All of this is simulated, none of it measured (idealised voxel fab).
Name of the process module below: voxel released beams
The cross-section shown here is cut; it is 240 nm wide and divided into square cells measuring 5 nm on a side.
Bands, listed from the top down, are how a cross-section gets written in this document; the cross-section itself is a grid of square cells, and a band is one or more rows of them. What a band's entry tells you: where the top is and where the bottom is, as heights in nm, and after that what lies inside, material by material from left to right, each with its width in nm. Empty space is written as the word "blank", and a single material marked with the word "all across" occupies the band from edge to edge. Where do heights start? At 0: under that level the wafer as delivered is made of one material only. And the lowest band has no floor; it just carries on downward, as in "0 -> down". Read "30->40" as a graded width: first number on top, second number at the bottom, same change between each pair of neighbouring rows. What does "remained unchanged" mean for a step? It means no cell of the cross-section changed in that step. For the entry "Enclosed void entries", the listed items are empty spaces with no open way to the top whose size is 8 cells or more; each item follows the pattern width x height at distance, where distance is from the left edge and all three are in nm. Note: text after step settings on the step line = simulator remark on that step. For masked steps, "overlay nm" on the step line gives how far right of plan the mask actually lay; a minus sign means it lay to the left.

The steps planned for the process are as follows:
1 RECEIVE,material Si
2 CONFORMAL_DEP,material Al2O3,thk nm 5
3 DIRECTIONAL_DEP,material SiO2,thk nm 20
4 MASKED_ETCH,tone open,mask id ANCHOR,width nm 25,etch materials SiO2,depth nm 20,overlay nm 0
5 CONFORMAL_DEP,material polySi,thk nm 10
6 MASKED_ETCH,tone cover,mask id BEAM,width nm 110,etch materials polySi,depth nm 10,overlay nm 0
7 STRIP,etch materials SiO2

Incoming wafer, cross-sectional view, post step 1:
0 -> down: Si all across
Enclosed void entries: none

The plan above was carried out on the starting structure above with one mistake, and this cross-section shows the wafer at the end of the module:
35 -> 25: 60 nm blank, 40 nm polySi, 140 nm blank
25 -> 15: 55 nm blank, 10 nm polySi, 25 nm SiO2, 10 nm polySi, 140 nm blank
15 -> 5: 55 nm blank, 10 nm polySi, 25 nm SiO2, 80 nm polySi, 70 nm blank
5 -> 0: Al2O3 all across
0 -> down: Si all across
Enclosed void entries: none
Diagnosis: step 4 changed vs plan, executed as MASKED_ETCH,tone cover,mask id ANCHOR,width nm 25,etch materials SiO2,depth nm 20,overlay nm 0
